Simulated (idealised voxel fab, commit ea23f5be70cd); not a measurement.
Title: Process Module voxel fin reveal
For reference, the cross-section in this document is cut, with width 275 nm and square cells of 5 nm.
We lay out every cross-section as a grid of square cells and spell it out in bands from the top down, where one band means one or more rows of cells.
Basically the band line says how high the top is and how high the bottom is, in nm, and then what's in it from left to right, every material with its width in nm. Empty space shows up as "air", and if a single material carries "edge to edge" it runs the full band edge to edge.
Heights are measured from 0, the level below which the as-received wafer is all one material; the lowest band has no bottom and continues downward, written as in "0 and below".
With a width like "30..40", each row of cells in the band differs from the next by the same amount, the top row carrying the first number and the bottom row the second.
No cell of the cross-section changed in a step that is given as "same as before".
Closed-off voids of 8+ cells (no open route to the top) go in "Voids, enclosed", written width x height at distance from the left edge, in nm.
What comes after the settings on a step's line is commentary from the simulator itself on that step.
overlay nm: right-of-plan distance of the mask on a masked step; negative values mean left-of-plan.

-- Below is the list of planned process steps
- 1: RECEIVE: material Si
- 2: CONFORMAL_DEP: material SiN, thk nm 10
- 3: PATTERN: tone cover, mask id FINS, material resist, width nm 15, pitch nm 35, thk nm 20, overlay nm 0
- 4: DIRECTIONAL_ETCH: etch materials SiN, depth nm 10
- 5: DIRECTIONAL_ETCH: etch materials Si, depth nm 40
- 6: STRIP: etch materials resist
- 7: OXIDIZE: depth nm 5
- 8: FILL_DEP: material SiO2, thk nm 15
- 9: CMP: height nm 10
- 10: SELECTIVE_ETCH: etch materials SiO2, depth nm 25
- 11: STRIP: etch materials SiN
- 12: CONFORMAL_DEP: material HfO2, thk nm 5

-- As received (post step 1): cross-section
> 0 and below = Si edge to edge
> Voids, enclosed: none

-- Post-module cross-section of the first of two wafers (run per plan)
> 5 down to 0 = air 110 / HfO2 15 / air 20 / HfO2 15 / air 115
> 0 down to -10 = air 110 / HfO2 5 / Si 5 / HfO2 5 / air 20 / HfO2 5 / Si 5 / HfO2 5 / air 115
> -10 down to -15 = HfO2 115 / Si 5 / HfO2 30 / Si 5 / HfO2 120
> -15 down to -45 = SiO2 115 / Si 5 / SiO2 30 / Si 5 / SiO2 120
> -45 and below = Si edge to edge
> Voids, enclosed: none

-- Here's the second of our two wafers sectioned at module end. Same start as the first, same plan, but one mistake got made running it
> 5 down to 0 = air 100 / HfO2 15 / air 20 / HfO2 15 / air 125
> 0 down to -10 = air 100 / HfO2 5 / Si 5 / HfO2 5 / air 20 / HfO2 5 / Si 5 / HfO2 5 / air 125
> -10 down to -15 = HfO2 105 / Si 5 / HfO2 30 / Si 5 / HfO2 130
> -15 down to -45 = SiO2 105 / Si 5 / SiO2 30 / Si 5 / SiO2 130
> -45 and below = Si edge to edge
> Voids, enclosed: none
Where did the run depart from the plan? note that step 3 departed from the planned setting and was carried out as PATTERN: tone cover, mask id FINS, material resist, width nm 15, pitch nm 35, thk nm 20, overlay nm -10
Cell counts per material: same on both final wafers. Positions: different.
